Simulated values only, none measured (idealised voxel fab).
process module | voxel transistor to metal
This is section cut - it's 215 nm across, gridded in 5 nm square cells.
In this document a cross-section is written as a grid of square cells. It is given as a series of bands, listed from the top down, and a band is one or more rows of cells. Heads up on the band format: heights come first, top then bottom, in nm. After that it's the materials left to right, each with its width in nm. A single material flagged "throughout" fills the whole band edge to edge, and "blank" means there's empty space there. Heights are measured from 0, the level below which the as-received wafer is all one material; the lowest band has no bottom and continues downward, written as in "from 0 down". The expression "30->40" gives the width at the extremes of the band, the first number at its top row of cells and the second at its bottom row, with the width changing by equal amounts from each row to the next in between. You'll sometimes find "no change occurred" written for a step, and that's the way of saying that nowhere in the cross-section did a cell change during that step. "Completely enclosed voids" lists enclosed empty spaces (at least 8 cells, no open path upward to the top), each as width x height at distance from the left edge, in nm. Read whatever lies past the settings on a step's line as the simulator's own remark about the step. What "overlay nm" on a step's line means: if the step has a mask, that mask lay this far to the right of its planned place, or, when the value is negative, to the left.
# Process steps foreseen in the plan
1,RECEIVE with material Si
2,OXIDIZE with depth nm 5
3,CONFORMAL_DEP with material SiN, thk nm 15
4,MASKED_ETCH with tone cover, mask id ACTIVE, width nm 95, etch materials SiN, depth nm 15, overlay nm 0
5,MASKED_ETCH with tone cover, mask id ACTIVE, width nm 95, etch materials SiO2, depth nm 5, overlay nm 0
6,MASKED_ETCH with tone cover, mask id ACTIVE, width nm 95, etch materials Si, depth nm 35, overlay nm 0
7,OXIDIZE with depth nm 5
8,FILL_DEP with material SiO2, thk nm 10
9,CMP with height nm 15
10,SELECTIVE_ETCH with etch materials SiO2, depth nm 5
11,STRIP with etch materials SiN
12,SELECTIVE_ETCH with etch materials SiO2, depth nm 5
13,OXIDIZE with depth nm 5
14,DIRECTIONAL_DEP with material polySi, thk nm 30
15,DIRECTIONAL_DEP with material SiCN, thk nm 15
16,MASKED_ETCH with tone cover, mask id GATE, width nm 15, etch materials SiCN, depth nm 25, overlay nm 0
17,MASKED_ETCH with tone cover, mask id GATE, width nm 15, etch materials polySi, depth nm 40, overlay nm 0
18,CONFORMAL_DEP with material SiO2, thk nm 5
19,DIRECTIONAL_ETCH with etch materials SiO2, depth nm 5
20,CONFORMAL_DEP with material SiN, thk nm 5
21,DIRECTIONAL_ETCH with etch materials SiN, depth nm 5
22,DIRECTIONAL_ETCH with etch materials SiO2, depth nm 5
23,DIRECTIONAL_ETCH with etch materials Si, depth nm 15
24,EPI with material SiGe, thk nm 20
25,FILL_DEP with material SiO2, thk nm 10
26,CMP with height nm 40
27,DIRECTIONAL_DEP with material SiO2, thk nm 15
28,MASKED_ETCH with tone open, mask id CONTACT, width nm 25, pitch nm 50, etch materials SiO2, depth nm 45, overlay nm 0
29,CONFORMAL_DEP with material TiN, thk nm 5
30,FILL_DEP with material Ru, thk nm 10
31,CMP with height nm 55
32,CONFORMAL_DEP with material SiN, thk nm 5
33,DIRECTIONAL_DEP with material lowk, thk nm 15
34,PATTERN with tone open, mask id METAL_1, material resist, width nm 15, pitch nm 60, thk nm 20, overlay nm 0
35,DIRECTIONAL_ETCH with etch materials lowk, depth nm 15
36,DIRECTIONAL_ETCH with etch materials SiN, depth nm 5
37,STRIP with etch materials resist
38,CONFORMAL_DEP with material TiN, thk nm 5
39,FILL_DEP with material W, thk nm 5
40,CMP with height nm 75
41,EPI with material Ru, thk nm 5
42,FILL_DEP with material SiCN, thk nm 5
# First wafer, two in total, run as planned
# Cross-section of the wafer at receipt, which is the condition after step 1
* from 0 down: Si throughout
* Completely enclosed voids: none
# After step 2, in cross-section
* from 0 to -5: SiO2 throughout
* below -5: unchanged
# After step 3, in cross-section
* from 15 to 0: SiN throughout
* below 0: unchanged
# After step 4, in cross-section
* from 15 to 0: blank (60)  SiN (95)  blank (60)
* below 0: unchanged
# After step 5, in cross-section
* from 15 to 0: blank (60)  SiN (95)  blank (60)
* from 0 to -5: blank (60)  SiO2 (95)  blank (60)
* below -5: unchanged
# After step 6, in cross-section
* from 15 to 0: blank (60)  SiN (95)  blank (60)
* from 0 to -5: blank (60)  SiO2 (95)  blank (60)
* from -5 to -40: blank (60)  Si (95)  blank (60)
* below -40: unchanged
# After step 7, in cross-section
* from 15 to 0: blank (60)  SiN (95)  blank (60)
* from 0 to -5: blank (60)  SiO2 (95)  blank (60)
* from -5 to -40: blank (60)  SiO2 (5)  Si (85)  SiO2 (5)  blank (60)
* from -40 to -45: SiO2 (65)  Si (85)  SiO2 (65)
* below -45: unchanged
# After step 8, in cross-section
* from 25 to 15: SiO2 throughout
* from 15 to 0: SiO2 (60)  SiN (95)  SiO2 (60)
* from 0 to -5: SiO2 throughout
* from -5 to -45: SiO2 (65)  Si (85)  SiO2 (65)
* below -45: unchanged
# After step 9, in cross-section
* from 15 to 0: SiO2 (60)  SiN (95)  SiO2 (60)
* below 0: unchanged
# After step 10, in cross-section
* from 15 to 10: blank (60)  SiN (95)  blank (60)
* below 10: unchanged
# After step 11, in cross-section
* from 10 to 0: SiO2 (60)  blank (95)  SiO2 (60)
* below 0: unchanged
# After step 12, in cross-section
* from 5 to -5: SiO2 (55)  blank (105)  SiO2 (55)
* below -5: unchanged
# After step 13, in cross-section
* from 5 to -5: SiO2 (55)  blank (105)  SiO2 (55)
* from -5 to -10: SiO2 throughout
* below -10: unchanged
# After step 14, in cross-section
* from 35 to 25: polySi (55)  blank (105)  polySi (55)
* from 25 to 5: polySi throughout
* from 5 to -5: SiO2 (55)  polySi (105)  SiO2 (55)
* below -5: unchanged
# After step 15, in cross-section
* from 50 to 40: SiCN (55)  blank (105)  SiCN (55)
* from 40 to 35: SiCN throughout
* from 35 to 25: polySi (55)  SiCN (105)  polySi (55)
* below 25: unchanged
# After step 16, in cross-section
* from 40 to 35: blank (100)  SiCN (15)  blank (100)
* from 35 to 25: polySi (55)  blank (45)  SiCN (15)  blank (45)  polySi (55)
* below 25: unchanged
# After step 17, in cross-section
* from 40 to 25: blank (100)  SiCN (15)  blank (100)
* from 25 to 5: blank (100)  polySi (15)  blank (100)
* from 5 to -5: SiO2 (55)  blank (45)  polySi (15)  blank (45)  SiO2 (55)
* below -5: unchanged
# After step 18, in cross-section
* from 45 to 40: blank (95)  SiO2 (25)  blank (95)
* from 40 to 25: blank (95)  SiO2 (5)  SiCN (15)  SiO2 (5)  blank (95)
* from 25 to 10: blank (95)  SiO2 (5)  polySi (15)  SiO2 (5)  blank (95)
* from 10 to 0: SiO2 (60)  blank (35)  SiO2 (5)  polySi (15)  SiO2 (5)  blank (35)  SiO2 (60)
* from 0 to -5: SiO2 (100)  polySi (15)  SiO2 (100)
* below -5: unchanged
# After step 19, in cross-section
* from 40 to 25: blank (95)  SiO2 (5)  SiCN (15)  SiO2 (5)  blank (95)
* from 25 to 5: blank (95)  SiO2 (5)  polySi (15)  SiO2 (5)  blank (95)
* from 5 to -5: SiO2 (60)  blank (35)  SiO2 (5)  polySi (15)  SiO2 (5)  blank (35)  SiO2 (60)
* below -5: unchanged
# After step 20, in cross-section
* from 45 to 40: blank (90)  SiN (35)  blank (90)
* from 40 to 25: blank (90)  SiN (5)  SiO2 (5)  SiCN (15)  SiO2 (5)  SiN (5)  blank (90)
* from 25 to 10: blank (90)  SiN (5)  SiO2 (5)  polySi (15)  SiO2 (5)  SiN (5)  blank (90)
* from 10 to 5: SiN (65)  blank (25)  SiN (5)  SiO2 (5)  polySi (15)  SiO2 (5)  SiN (5)  blank (25)  SiN (65)
* from 5 to 0: SiO2 (60)  SiN (5)  blank (25)  SiN (5)  SiO2 (5)  polySi (15)  SiO2 (5)  SiN (5)  blank (25)  SiN (5)  SiO2 (60)
* from 0 to -5: SiO2 (60)  SiN (35)  SiO2 (5)  polySi (15)  SiO2 (5)  SiN (35)  SiO2 (60)
* below -5: unchanged
# After step 21, in cross-section
* from 40 to 25: blank (90)  SiN (5)  SiO2 (5)  SiCN (15)  SiO2 (5)  SiN (5)  blank (90)
* from 25 to 5: blank (90)  SiN (5)  SiO2 (5)  polySi (15)  SiO2 (5)  SiN (5)  blank (90)
* from 5 to -5: SiO2 (60)  SiN (5)  blank (25)  SiN (5)  SiO2 (5)  polySi (15)  SiO2 (5)  SiN (5)  blank (25)  SiN (5)  SiO2 (60)
* below -5: unchanged
# After step 22, in cross-section
* from 40 to 35: blank (90)  SiN (5)  blank (5)  SiCN (15)  blank (5)  SiN (5)  blank (90)
* from 35 to 25: blank (90)  SiN (5)  SiO2 (5)  SiCN (15)  SiO2 (5)  SiN (5)  blank (90)
* from 25 to 5: blank (90)  SiN (5)  SiO2 (5)  polySi (15)  SiO2 (5)  SiN (5)  blank (90)
* from 5 to 0: blank (60)  SiN (5)  blank (25)  SiN (5)  SiO2 (5)  polySi (15)  SiO2 (5)  SiN (5)  blank (25)  SiN (5)  blank (60)
* from 0 to -5: SiO2 (60)  SiN (5)  blank (25)  SiN (5)  SiO2 (5)  polySi (15)  SiO2 (5)  SiN (5)  blank (25)  SiN (5)  SiO2 (60)
* from -5 to -10: SiO2 (65)  blank (25)  SiO2 (35)  blank (25)  SiO2 (65)
* below -10: unchanged
# After step 23, in cross-section
* from 40 to 35: blank (90)  SiN (5)  blank (5)  SiCN (15)  blank (5)  SiN (5)  blank (90)
* from 35 to 25: blank (90)  SiN (5)  SiO2 (5)  SiCN (15)  SiO2 (5)  SiN (5)  blank (90)
* from 25 to 5: blank (90)  SiN (5)  SiO2 (5)  polySi (15)  SiO2 (5)  SiN (5)  blank (90)
* from 5 to 0: blank (60)  SiN (5)  blank (25)  SiN (5)  SiO2 (5)  polySi (15)  SiO2 (5)  SiN (5)  blank (25)  SiN (5)  blank (60)
* from 0 to -5: SiO2 (60)  SiN (5)  blank (25)  SiN (5)  SiO2 (5)  polySi (15)  SiO2 (5)  SiN (5)  blank (25)  SiN (5)  SiO2 (60)
* from -5 to -10: SiO2 (65)  blank (25)  SiO2 (35)  blank (25)  SiO2 (65)
* from -10 to -25: SiO2 (65)  blank (25)  Si (35)  blank (25)  SiO2 (65)
* below -25: unchanged
# After step 24, in cross-section
* from 40 to 35: blank (90)  SiN (5)  blank (5)  SiCN (15)  blank (5)  SiN (5)  blank (90)
* from 35 to 25: blank (90)  SiN (5)  SiO2 (5)  SiCN (15)  SiO2 (5)  SiN (5)  blank (90)
* from 25 to 10: blank (90)  SiN (5)  SiO2 (5)  polySi (15)  SiO2 (5)  SiN (5)  blank (90)
* from 10 to 5: blank (70)  SiGe (20)  SiN (5)  SiO2 (5)  polySi (15)  SiO2 (5)  SiN (5)  SiGe (20)  blank (70)
* from 5 to 0: blank (60)  SiN (5)  blank (5)  SiGe (20)  SiN (5)  SiO2 (5)  polySi (15)  SiO2 (5)  SiN (5)  SiGe (20)  blank (5)  SiN (5)  blank (60)
* from 0 to -5: SiO2 (60)  SiN (5)  blank (5)  SiGe (20)  SiN (5)  SiO2 (5)  polySi (15)  SiO2 (5)  SiN (5)  SiGe (20)  blank (5)  SiN (5)  SiO2 (60)
* from -5 to -10: SiO2 (65)  SiGe (25)  SiO2 (35)  SiGe (25)  SiO2 (65)
* from -10 to -25: SiO2 (65)  SiGe (25)  Si (35)  SiGe (25)  SiO2 (65)
* below -25: unchanged
# After step 25, in cross-section
* from 50 to 40: SiO2 throughout
* from 40 to 25: SiO2 (90)  SiN (5)  SiO2 (5)  SiCN (15)  SiO2 (5)  SiN (5)  SiO2 (90)
* from 25 to 10: SiO2 (90)  SiN (5)  SiO2 (5)  polySi (15)  SiO2 (5)  SiN (5)  SiO2 (90)
* from 10 to 5: SiO2 (70)  SiGe (20)  SiN (5)  SiO2 (5)  polySi (15)  SiO2 (5)  SiN (5)  SiGe (20)  SiO2 (70)
* from 5 to -5: SiO2 (60)  SiN (5)  SiO2 (5)  SiGe (20)  SiN (5)  SiO2 (5)  polySi (15)  SiO2 (5)  SiN (5)  SiGe (20)  SiO2 (5)  SiN (5)  SiO2 (60)
* below -5: unchanged
# After step 26, in cross-section
* from 40 to 25: SiO2 (90)  SiN (5)  SiO2 (5)  SiCN (15)  SiO2 (5)  SiN (5)  SiO2 (90)
* below 25: unchanged
# After step 27, in cross-section
* from 55 to 40: SiO2 throughout
* below 40: unchanged
# After step 28, in cross-section
* from 55 to 40: SiO2 (70)  blank (25)  SiO2 (25)  blank (25)  SiO2 (70)
* from 40 to 25: SiO2 (70)  blank (20)  SiN (5)  SiO2 (5)  SiCN (15)  SiO2 (5)  SiN (5)  blank (20)  SiO2 (70)
* from 25 to 10: SiO2 (70)  blank (20)  SiN (5)  SiO2 (5)  polySi (15)  SiO2 (5)  SiN (5)  blank (20)  SiO2 (70)
* below 10: unchanged
# After step 29, in cross-section
* from 60 to 55: TiN (75)  blank (15)  TiN (35)  blank (15)  TiN (75)
* from 55 to 45: SiO2 (70)  TiN (5)  blank (15)  TiN (5)  SiO2 (25)  TiN (5)  blank (15)  TiN (5)  SiO2 (70)
* from 45 to 40: SiO2 (70)  TiN (5)  blank (10)  TiN (10)  SiO2 (25)  TiN (10)  blank (10)  TiN (5)  SiO2 (70)
* from 40 to 25: SiO2 (70)  TiN (5)  blank (10)  TiN (5)  SiN (5)  SiO2 (5)  SiCN (15)  SiO2 (5)  SiN (5)  TiN (5)  blank (10)  TiN (5)  SiO2 (70)
* from 25 to 15: SiO2 (70)  TiN (5)  blank (10)  TiN (5)  SiN (5)  SiO2 (5)  polySi (15)  SiO2 (5)  SiN (5)  TiN (5)  blank (10)  TiN (5)  SiO2 (70)
* from 15 to 10: SiO2 (70)  TiN (20)  SiN (5)  SiO2 (5)  polySi (15)  SiO2 (5)  SiN (5)  TiN (20)  SiO2 (70)
* below 10: unchanged
# After step 30, in cross-section
* from 70 to 60: Ru throughout
* from 60 to 55: TiN (75)  Ru (15)  TiN (35)  Ru (15)  TiN (75)
* from 55 to 45: SiO2 (70)  TiN (5)  Ru (15)  TiN (5)  SiO2 (25)  TiN (5)  Ru (15)  TiN (5)  SiO2 (70)
* from 45 to 40: SiO2 (70)  TiN (5)  Ru (10)  TiN (10)  SiO2 (25)  TiN (10)  Ru (10)  TiN (5)  SiO2 (70)
* from 40 to 25: SiO2 (70)  TiN (5)  Ru (10)  TiN (5)  SiN (5)  SiO2 (5)  SiCN (15)  SiO2 (5)  SiN (5)  TiN (5)  Ru (10)  TiN (5)  SiO2 (70)
* from 25 to 15: SiO2 (70)  TiN (5)  Ru (10)  TiN (5)  SiN (5)  SiO2 (5)  polySi (15)  SiO2 (5)  SiN (5)  TiN (5)  Ru (10)  TiN (5)  SiO2 (70)
* below 15: unchanged
# After step 31, in cross-section
* from 55 to 45: SiO2 (70)  TiN (5)  Ru (15)  TiN (5)  SiO2 (25)  TiN (5)  Ru (15)  TiN (5)  SiO2 (70)
* below 45: unchanged
# After step 32, in cross-section
* from 60 to 55: SiN throughout
* below 55: unchanged
# After step 33, in cross-section
* from 75 to 60: lowk throughout
* below 60: unchanged
# After step 34, in cross-section
* from 95 to 75: resist (70)  blank (15)  resist (45)  blank (15)  resist (70)
* below 75: unchanged
# After step 35, in cross-section
* from 95 to 75: resist (70)  blank (15)  resist (45)  blank (15)  resist (70)
* from 75 to 60: lowk (70)  blank (15)  lowk (45)  blank (15)  lowk (70)
* below 60: unchanged
# After step 36, in cross-section
* from 95 to 75: resist (70)  blank (15)  resist (45)  blank (15)  resist (70)
* from 75 to 60: lowk (70)  blank (15)  lowk (45)  blank (15)  lowk (70)
* from 60 to 55: SiN (70)  blank (15)  SiN (45)  blank (15)  SiN (70)
* below 55: unchanged
# After step 37, in cross-section
* from 75 to 60: lowk (70)  blank (15)  lowk (45)  blank (15)  lowk (70)
* below 60: unchanged
# After step 38, in cross-section
* from 80 to 75: TiN (75)  blank (5)  TiN (55)  blank (5)  TiN (75)
* from 75 to 60: lowk (70)  TiN (5)  blank (5)  TiN (5)  lowk (45)  TiN (5)  blank (5)  TiN (5)  lowk (70)
* from 60 to 55: SiN (70)  TiN (15)  SiN (45)  TiN (15)  SiN (70)
* below 55: unchanged
# After step 39, in cross-section
* from 85 to 80: W throughout
* from 80 to 75: TiN (75)  W (5)  TiN (55)  W (5)  TiN (75)
* from 75 to 60: lowk (70)  TiN (5)  W (5)  TiN (5)  lowk (45)  TiN (5)  W (5)  TiN (5)  lowk (70)
* below 60: unchanged
# After step 40, in cross-section
* from 75 to 60: lowk (70)  TiN (5)  W (5)  TiN (5)  lowk (45)  TiN (5)  W (5)  TiN (5)  lowk (70)
* below 60: unchanged
# After step 41, in cross-section
* from 80 to 75: blank (65)  Ru (25)  blank (35)  Ru (25)  blank (65)
* below 75: unchanged
# After step 42, in cross-section
* from 85 to 80: SiCN throughout
* from 80 to 75: SiCN (65)  Ru (25)  SiCN (35)  Ru (25)  SiCN (65)
* below 75: unchanged
# Wafer two of two - same starting point, same process plan, one mistake in execution; matches wafer one up to and including step 15
# Second wafer at the planned finish of step 16, seen in cross-section
* from 40 to 35: blank (105)  SiCN (15)  blank (95)
* from 35 to 25: polySi (55)  blank (50)  SiCN (15)  blank (40)  polySi (55)
* below 25: unchanged
# Second wafer at the planned finish of step 17, seen in cross-section
* from 40 to 25: blank (105)  SiCN (15)  blank (95)
* from 25 to 5: blank (100)  polySi (20)  blank (95)
* from 5 to -5: SiO2 (55)  blank (45)  polySi (20)  blank (40)  SiO2 (55)
* below -5: unchanged
# Second wafer at the planned finish of step 18, seen in cross-section
* from 45 to 40: blank (100)  SiO2 (25)  blank (90)
* from 40 to 30: blank (100)  SiO2 (5)  SiCN (15)  SiO2 (5)  blank (90)
* from 30 to 25: blank (95)  SiO2 (10)  SiCN (15)  SiO2 (5)  blank (90)
* from 25 to 10: blank (95)  SiO2 (5)  polySi (20)  SiO2 (5)  blank (90)
* from 10 to 0: SiO2 (60)  blank (35)  SiO2 (5)  polySi (20)  SiO2 (5)  blank (30)  SiO2 (60)
* from 0 to -5: SiO2 (100)  polySi (20)  SiO2 (95)
* below -5: unchanged
# Second wafer at the planned finish of step 19, seen in cross-section
* from 40 to 25: blank (100)  SiO2 (5)  SiCN (15)  SiO2 (5)  blank (90)
* from 25 to 5: blank (95)  SiO2 (5)  polySi (20)  SiO2 (5)  blank (90)
* from 5 to -5: SiO2 (60)  blank (35)  SiO2 (5)  polySi (20)  SiO2 (5)  blank (30)  SiO2 (60)
* below -5: unchanged
# Second wafer at the planned finish of step 20, seen in cross-section
* from 45 to 40: blank (95)  SiN (35)  blank (85)
* from 40 to 30: blank (95)  SiN (5)  SiO2 (5)  SiCN (15)  SiO2 (5)  SiN (5)  blank (85)
* from 30 to 25: blank (90)  SiN (10)  SiO2 (5)  SiCN (15)  SiO2 (5)  SiN (5)  blank (85)
* from 25 to 10: blank (90)  SiN (5)  SiO2 (5)  polySi (20)  SiO2 (5)  SiN (5)  blank (85)
* from 10 to 5: SiN (65)  blank (25)  SiN (5)  SiO2 (5)  polySi (20)  SiO2 (5)  SiN (5)  blank (20)  SiN (65)
* from 5 to 0: SiO2 (60)  SiN (5)  blank (25)  SiN (5)  SiO2 (5)  polySi (20)  SiO2 (5)  SiN (5)  blank (20)  SiN (5)  SiO2 (60)
* from 0 to -5: SiO2 (60)  SiN (35)  SiO2 (5)  polySi (20)  SiO2 (5)  SiN (30)  SiO2 (60)
* below -5: unchanged
# Second wafer at the planned finish of step 21, seen in cross-section
* from 40 to 25: blank (95)  SiN (5)  SiO2 (5)  SiCN (15)  SiO2 (5)  SiN (5)  blank (85)
* from 25 to 5: blank (90)  SiN (5)  SiO2 (5)  polySi (20)  SiO2 (5)  SiN (5)  blank (85)
* from 5 to -5: SiO2 (60)  SiN (5)  blank (25)  SiN (5)  SiO2 (5)  polySi (20)  SiO2 (5)  SiN (5)  blank (20)  SiN (5)  SiO2 (60)
* below -5: unchanged
# Second wafer at the planned finish of step 22, seen in cross-section
* from 40 to 35: blank (95)  SiN (5)  blank (5)  SiCN (15)  blank (5)  SiN (5)  blank (85)
* from 35 to 25: blank (95)  SiN (5)  SiO2 (5)  SiCN (15)  SiO2 (5)  SiN (5)  blank (85)
* from 25 to 5: blank (90)  SiN (5)  SiO2 (5)  polySi (20)  SiO2 (5)  SiN (5)  blank (85)
* from 5 to 0: blank (60)  SiN (5)  blank (25)  SiN (5)  SiO2 (5)  polySi (20)  SiO2 (5)  SiN (5)  blank (20)  SiN (5)  blank (60)
* from 0 to -5: SiO2 (60)  SiN (5)  blank (25)  SiN (5)  SiO2 (5)  polySi (20)  SiO2 (5)  SiN (5)  blank (20)  SiN (5)  SiO2 (60)
* from -5 to -10: SiO2 (65)  blank (25)  SiO2 (40)  blank (20)  SiO2 (65)
* below -10: unchanged
# Second wafer at the planned finish of step 23, seen in cross-section
* from 40 to 35: blank (95)  SiN (5)  blank (5)  SiCN (15)  blank (5)  SiN (5)  blank (85)
* from 35 to 25: blank (95)  SiN (5)  SiO2 (5)  SiCN (15)  SiO2 (5)  SiN (5)  blank (85)
* from 25 to 5: blank (90)  SiN (5)  SiO2 (5)  polySi (20)  SiO2 (5)  SiN (5)  blank (85)
* from 5 to 0: blank (60)  SiN (5)  blank (25)  SiN (5)  SiO2 (5)  polySi (20)  SiO2 (5)  SiN (5)  blank (20)  SiN (5)  blank (60)
* from 0 to -5: SiO2 (60)  SiN (5)  blank (25)  SiN (5)  SiO2 (5)  polySi (20)  SiO2 (5)  SiN (5)  blank (20)  SiN (5)  SiO2 (60)
* from -5 to -10: SiO2 (65)  blank (25)  SiO2 (40)  blank (20)  SiO2 (65)
* from -10 to -25: SiO2 (65)  blank (25)  Si (40)  blank (20)  SiO2 (65)
* below -25: unchanged
# Second wafer at the planned finish of step 24, seen in cross-section
* from 40 to 35: blank (95)  SiN (5)  blank (5)  SiCN (15)  blank (5)  SiN (5)  blank (85)
* from 35 to 25: blank (95)  SiN (5)  SiO2 (5)  SiCN (15)  SiO2 (5)  SiN (5)  blank (85)
* from 25 to 10: blank (90)  SiN (5)  SiO2 (5)  polySi (20)  SiO2 (5)  SiN (5)  blank (85)
* from 10 to 5: blank (70)  SiGe (20)  SiN (5)  SiO2 (5)  polySi (20)  SiO2 (5)  SiN (5)  SiGe (20)  blank (65)
* from 5 to 0: blank (60)  SiN (5)  blank (5)  SiGe (20)  SiN (5)  SiO2 (5)  polySi (20)  SiO2 (5)  SiN (5)  SiGe (20)  SiN (5)  blank (60)
* from 0 to -5: SiO2 (60)  SiN (5)  blank (5)  SiGe (20)  SiN (5)  SiO2 (5)  polySi (20)  SiO2 (5)  SiN (5)  SiGe (20)  SiN (5)  SiO2 (60)
* from -5 to -10: SiO2 (65)  SiGe (25)  SiO2 (40)  SiGe (20)  SiO2 (65)
* from -10 to -25: SiO2 (65)  SiGe (25)  Si (40)  SiGe (20)  SiO2 (65)
* below -25: unchanged
# Second wafer at the planned finish of step 25, seen in cross-section
* from 50 to 40: SiO2 throughout
* from 40 to 25: SiO2 (95)  SiN (5)  SiO2 (5)  SiCN (15)  SiO2 (5)  SiN (5)  SiO2 (85)
* from 25 to 10: SiO2 (90)  SiN (5)  SiO2 (5)  polySi (20)  SiO2 (5)  SiN (5)  SiO2 (85)
* from 10 to 5: SiO2 (70)  SiGe (20)  SiN (5)  SiO2 (5)  polySi (20)  SiO2 (5)  SiN (5)  SiGe (20)  SiO2 (65)
* from 5 to -5: SiO2 (60)  SiN (5)  SiO2 (5)  SiGe (20)  SiN (5)  SiO2 (5)  polySi (20)  SiO2 (5)  SiN (5)  SiGe (20)  SiN (5)  SiO2 (60)
* below -5: unchanged
# Second wafer at the planned finish of step 26, seen in cross-section
* from 40 to 25: SiO2 (95)  SiN (5)  SiO2 (5)  SiCN (15)  SiO2 (5)  SiN (5)  SiO2 (85)
* below 25: unchanged
# Second wafer at the planned finish of step 27, seen in cross-section
* from 55 to 40: SiO2 throughout
* below 40: unchanged
# Second wafer at the planned finish of step 28, seen in cross-section
* from 55 to 40: SiO2 (70)  blank (25)  SiO2 (25)  blank (25)  SiO2 (70)
* from 40 to 25: SiO2 (70)  blank (25)  SiN (5)  SiO2 (5)  SiCN (15)  blank (5)  SiN (5)  blank (15)  SiO2 (70)
* from 25 to 10: SiO2 (70)  blank (20)  SiN (5)  SiO2 (5)  polySi (20)  blank (5)  SiN (5)  blank (15)  SiO2 (70)
* below 10: unchanged
# Second wafer at the planned finish of step 29, seen in cross-section
* from 60 to 55: TiN (75)  blank (15)  TiN (35)  blank (15)  TiN (75)
* from 55 to 45: SiO2 (70)  TiN (5)  blank (15)  TiN (5)  SiO2 (25)  TiN (5)  blank (15)  TiN (5)  SiO2 (70)
* from 45 to 40: SiO2 (70)  TiN (5)  blank (15)  TiN (5)  SiO2 (25)  TiN (15)  blank (5)  TiN (5)  SiO2 (70)
* from 40 to 30: SiO2 (70)  TiN (5)  blank (15)  TiN (5)  SiN (5)  SiO2 (5)  SiCN (15)  TiN (5)  SiN (5)  TiN (5)  blank (5)  TiN (5)  SiO2 (70)
* from 30 to 25: SiO2 (70)  TiN (5)  blank (10)  TiN (10)  SiN (5)  SiO2 (5)  SiCN (15)  TiN (5)  SiN (5)  TiN (5)  blank (5)  TiN (5)  SiO2 (70)
* from 25 to 15: SiO2 (70)  TiN (5)  blank (10)  TiN (5)  SiN (5)  SiO2 (5)  polySi (20)  TiN (5)  SiN (5)  TiN (5)  blank (5)  TiN (5)  SiO2 (70)
* from 15 to 10: SiO2 (70)  TiN (20)  SiN (5)  SiO2 (5)  polySi (20)  TiN (5)  SiN (5)  TiN (15)  SiO2 (70)
* below 10: unchanged
# Second wafer at the planned finish of step 30, seen in cross-section
* from 70 to 60: Ru throughout
* from 60 to 55: TiN (75)  Ru (15)  TiN (35)  Ru (15)  TiN (75)
* from 55 to 45: SiO2 (70)  TiN (5)  Ru (15)  TiN (5)  SiO2 (25)  TiN (5)  Ru (15)  TiN (5)  SiO2 (70)
* from 45 to 40: SiO2 (70)  TiN (5)  Ru (15)  TiN (5)  SiO2 (25)  TiN (15)  Ru (5)  TiN (5)  SiO2 (70)
* from 40 to 30: SiO2 (70)  TiN (5)  Ru (15)  TiN (5)  SiN (5)  SiO2 (5)  SiCN (15)  TiN (5)  SiN (5)  TiN (5)  Ru (5)  TiN (5)  SiO2 (70)
* from 30 to 25: SiO2 (70)  TiN (5)  Ru (10)  TiN (10)  SiN (5)  SiO2 (5)  SiCN (15)  TiN (5)  SiN (5)  TiN (5)  Ru (5)  TiN (5)  SiO2 (70)
* from 25 to 15: SiO2 (70)  TiN (5)  Ru (10)  TiN (5)  SiN (5)  SiO2 (5)  polySi (20)  TiN (5)  SiN (5)  TiN (5)  Ru (5)  TiN (5)  SiO2 (70)
* below 15: unchanged
# Second wafer at the planned finish of step 31, seen in cross-section
* from 55 to 45: SiO2 (70)  TiN (5)  Ru (15)  TiN (5)  SiO2 (25)  TiN (5)  Ru (15)  TiN (5)  SiO2 (70)
* below 45: unchanged
# Second wafer at the planned finish of step 32, seen in cross-section
* from 60 to 55: SiN throughout
* below 55: unchanged
# Second wafer at the planned finish of step 33, seen in cross-section
* from 75 to 60: lowk throughout
* below 60: unchanged
# Second wafer at the planned finish of step 34, seen in cross-section
* from 95 to 75: resist (70)  blank (15)  resist (45)  blank (15)  resist (70)
* below 75: unchanged
# Second wafer at the planned finish of step 35, seen in cross-section
* from 95 to 75: resist (70)  blank (15)  resist (45)  blank (15)  resist (70)
* from 75 to 60: lowk (70)  blank (15)  lowk (45)  blank (15)  lowk (70)
* below 60: unchanged
# Second wafer at the planned finish of step 36, seen in cross-section
* from 95 to 75: resist (70)  blank (15)  resist (45)  blank (15)  resist (70)
* from 75 to 60: lowk (70)  blank (15)  lowk (45)  blank (15)  lowk (70)
* from 60 to 55: SiN (70)  blank (15)  SiN (45)  blank (15)  SiN (70)
* below 55: unchanged
# Second wafer at the planned finish of step 37, seen in cross-section
* from 75 to 60: lowk (70)  blank (15)  lowk (45)  blank (15)  lowk (70)
* below 60: unchanged
# Second wafer at the planned finish of step 38, seen in cross-section
* from 80 to 75: TiN (75)  blank (5)  TiN (55)  blank (5)  TiN (75)
* from 75 to 60: lowk (70)  TiN (5)  blank (5)  TiN (5)  lowk (45)  TiN (5)  blank (5)  TiN (5)  lowk (70)
* from 60 to 55: SiN (70)  TiN (15)  SiN (45)  TiN (15)  SiN (70)
* below 55: unchanged
# Second wafer at the planned finish of step 39, seen in cross-section
* from 85 to 80: W throughout
* from 80 to 75: TiN (75)  W (5)  TiN (55)  W (5)  TiN (75)
* from 75 to 60: lowk (70)  TiN (5)  W (5)  TiN (5)  lowk (45)  TiN (5)  W (5)  TiN (5)  lowk (70)
* below 60: unchanged
# Second wafer at the planned finish of step 40, seen in cross-section
* from 75 to 60: lowk (70)  TiN (5)  W (5)  TiN (5)  lowk (45)  TiN (5)  W (5)  TiN (5)  lowk (70)
* below 60: unchanged
# Second wafer at the planned finish of step 41, seen in cross-section
* from 80 to 75: blank (65)  Ru (25)  blank (35)  Ru (25)  blank (65)
* below 75: unchanged
# Second wafer at the planned finish of step 42, seen in cross-section
* from 85 to 80: SiCN throughout
* from 80 to 75: SiCN (65)  Ru (25)  SiCN (35)  Ru (25)  SiCN (65)
* below 75: unchanged
In executing the process, a mistake was made relative to the plan: step 16, actual vs plan mismatch, actual run MASKED_ETCH with tone cover, mask id GATE, width nm 15, etch materials SiCN, depth nm 25, overlay nm 5
Final comparison by cell count, materials where the second wafer has more or fewer than the first: -3 Ru, +3 Si, -4 SiGe, -8 SiO2, +6 TiN, +6 polySi
